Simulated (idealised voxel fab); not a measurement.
Process module heading - voxel ribs on slabs
Cross-section cut spans 210 nm and uses square cells 5 nm in size.
We lay out every cross-section as a grid of square cells and spell it out in bands from the top down, where one band means one or more rows of cells. Band: top and bottom heights (nm) first, top before bottom; then materials from left to right, widths in nm. "edge to edge" marks a sole material filling the band edge to edge. "blank" denotes empty space. Height datum 0, below which the as-received substrate wafer is one material. Lowest band open at the bottom, running downward: "from 0 down". Per-row width for "30..40": begins at first number (top row of band), ends at second number (bottom row), increment between rows held constant. Given "identical to before" for a step, no cell of the cross-section differs between before and after that step. Enclosed voids (no open way to top), threshold 8 cells or more, entry "Voids, fully enclosed", notation width x height at distance, distance from left edge, nm. On each step's line, the part that comes after the settings is the simulator's own comment on the step. Regarding "overlay nm": on a step with a mask, it is the distance the mask lay to the right of its planned place; a negative value places it to the left.

# These are the steps we planned for the process
1 RECEIVE (material Si)
2 DIRECTIONAL_DEP (material SiO2; thk nm 25)
3 DIRECTIONAL_DEP (material SiN; thk nm 25)
4 MASKED_ETCH (tone cover; mask id RIB; width nm 15; etch materials SiN; depth nm 10; overlay nm 0)
5 PATTERN (tone cover; mask id SLAB; material resist; width nm 65; thk nm 15; overlay nm 0)
6 DIRECTIONAL_ETCH (etch materials SiN; depth nm 15)
7 STRIP (etch materials resist)
8 FILL_DEP (material SiO2; thk nm 25)
9 CMP (height nm 70)
10 DIRECTIONAL_DEP (material TiN; thk nm 5)
11 PATTERN (tone cover; mask id HEATER; material resist; width nm 25; thk nm 20; overlay nm 0)
12 DIRECTIONAL_ETCH (etch materials TiN; depth nm 5)
13 STRIP (etch materials resist)
14 CONFORMAL_DEP (material SiN; thk nm 10)

# Delivered wafer in cross-section: state after step 1
  from 0 down = Si edge to edge
  Voids, fully enclosed: none

# The cross-section shown corresponds to the wafer at the conclusion of the module. The initial structure and the process plan are those presented above; however, one mistake occurred in executing the plan
  from 85 to 80 = blank (80) | SiN (45) | blank (85)
  from 80 to 75 = SiN edge to edge
  from 75 to 70 = SiN (90) | TiN (25) | SiN (95)
  from 70 to 25 = SiO2 edge to edge
  from 25 to 0 = SiN edge to edge
  from 0 down = Si edge to edge
  Voids, fully enclosed: none
Here's what went sideways: steps 2 and 3 of the plan were run in the wrong order, each in the other's place
